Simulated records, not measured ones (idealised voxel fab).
process module | voxel ribs on slabs
It is cross-section cut that appears here, measuring 290 nm in width, its square cells being 5 nm in size.
The cross-sections in this document take the form of a grid made of square cells. They are written out as bands, in order from top to bottom. Each band consists of one or more rows of cells. Each band's line starts with the height of the band's top and of its bottom, in nm. Then come its materials from left to right, each with its width in nm. One material with "throughout" fills the band from edge to edge. "empty" is empty space. We count height from 0. Below that, the starting wafer is all one material. The lowest band never ends at the bottom but goes on down; see "0 down" for how that is written. Width "30 to 40": first value at the band's top row of cells, second value at its bottom row, equal change from row to row. Any step labelled "identical to before" changed none of the cells in the cross-section. For the entry "Closed void listing", the listed items are empty spaces with no open way to the top whose size is 8 cells or more; each item follows the pattern width x height at distance, where distance is from the left edge and all three are in nm. Where a step's line continues beyond its settings, the continuation is a remark by the simulator itself on that step. What "overlay nm" on a step's line means: if the step has a mask, that mask lay this far to the right of its planned place, or, when the value is negative, to the left.

Steps planned for the process:
1. RECEIVE | material Si
2. DIRECTIONAL_DEP | material SiO2 | thk nm 25
3. DIRECTIONAL_DEP | material polySi | thk nm 20
4. PATTERN | tone cover | mask id RIB | material resist | width nm 20 | thk nm 15 | overlay nm 0
5. DIRECTIONAL_ETCH | etch materials polySi | depth nm 15
6. STRIP | etch materials resist
7. PATTERN | tone cover | mask id SLAB | material resist | width nm 80 | thk nm 15 | overlay nm 0
8. DIRECTIONAL_ETCH | etch materials polySi | depth nm 5
9. STRIP | etch materials resist
10. FILL_DEP | material SiO2 | thk nm 15
11. CMP | height nm 55
12. DIRECTIONAL_DEP | material W | thk nm 10
13. MASKED_ETCH | tone cover | mask id HEATER | width nm 30 | etch materials W | depth nm 10 | overlay nm 0
14. CONFORMAL_DEP | material SiN | thk nm 5

Wafer as received: cross-section following step 1:
- 0 down: Si throughout
- Closed void listing: none

One mistake in running the module, otherwise start and plan as above: cross-section at the end:
- 70 to 65: 125 nm empty, then 40 nm SiN, then 125 nm empty
- 65 to 60: 125 nm empty, then 5 nm SiN, then 30 nm W, then 5 nm SiN, then 125 nm empty
- 60 to 55: 130 nm SiN, then 30 nm W, then 130 nm SiN
- 55 to 45: SiN throughout
- 45 to 30: 135 nm SiN, then 20 nm polySi, then 135 nm SiN
- 30 to 25: 105 nm SiN, then 80 nm polySi, then 105 nm SiN
- 25 to 0: SiO2 throughout
- 0 down: Si throughout
- Closed void listing: none
Where did the run depart from the plan? step 10 changed vs plan, executed as FILL_DEP | material SiN | thk nm 15
